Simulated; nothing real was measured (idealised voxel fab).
Herein follows the process module entitled voxel trench capacitor.
Square cells of 5 nm make up the cross-section cut, whose width is 285 nm.
Cross-section, as written here: a square-cell grid given band by band from the top down, where a band holds one or more rows of cells.
The band entry comprises the height of the band's top followed by the height of its bottom, expressed in nm, and subsequently the band's materials from left to right, each stated together with its width in nm. Where a single material is marked with the word "throughout", that material fills the band from edge to edge. The word "blank" represents empty space.
Counting heights begins at 0, where everything beneath is, in the wafer as received, one material. The lowest band has no bottom; it goes on downwards, as "z 0 and below" shows.
A two-number width, for instance "30 to 40", indicates that the width is equal to the first number in the top row of the band and to the second number in the bottom row, and that it changes by a constant amount per row of cells.
"no alteration" for a step: no cell of the cross-section changed in that step.
So "Trapped void list" is basically the list of trapped voids: any empty space of 8 cells or more that can't reach the top through an opening. They're written width x height at distance, the distance being from the left edge, and it's all nm.
Step line, after settings: the simulator's comment on this step.
The "overlay nm" setting may appear on a step's line; for a step that uses a mask, it gives how far to the right of its planned position the mask lay, and a negative value indicates the left.

Below is the list of planned process steps:
- 1: RECEIVE | material Si
- 2: CONFORMAL_DEP | material SiN | thk nm 5
- 3: MASKED_ETCH | tone open | mask id TRENCH | width nm 30 | pitch nm 50 | etch materials SiN | depth nm 5 | overlay nm 0
- 4: MASKED_ETCH | tone open | mask id TRENCH | width nm 30 | pitch nm 50 | etch materials Si | depth nm 25 | overlay nm 0
- 5: CONFORMAL_DEP | material HfO2 | thk nm 5
- 6: CONFORMAL_DEP | material TiN | thk nm 5
- 7: FILL_DEP | material W | thk nm 5
- 8: CMP | height nm 5

Wafer at receipt (post step 1), cross-section:
* z 0 and below | Si throughout
* Trapped void list: none

End state of the module in cross-section, given the above starting point and plan and one mistake in execution:
* z 5 to 0 | SiN 110 / HfO2 5 / TiN 10 / HfO2 15 / SiN 20 / HfO2 5 / TiN 10 / HfO2 15 / SiN 95
* z 0 to -20 | Si 110 / HfO2 5 / TiN 10 / HfO2 5 / Si 30 / HfO2 5 / TiN 10 / HfO2 5 / Si 105
* z -20 to -25 | Si 110 / HfO2 20 / Si 30 / HfO2 20 / Si 105
* z -25 and below | Si throughout
* Trapped void list: none
In executing the process, a mistake was made relative to the plan: step 3 changed vs plan, executed as MASKED_ETCH | tone open | mask id TRENCH | width nm 30 | pitch nm 50 | etch materials SiN | depth nm 5 | overlay nm 10
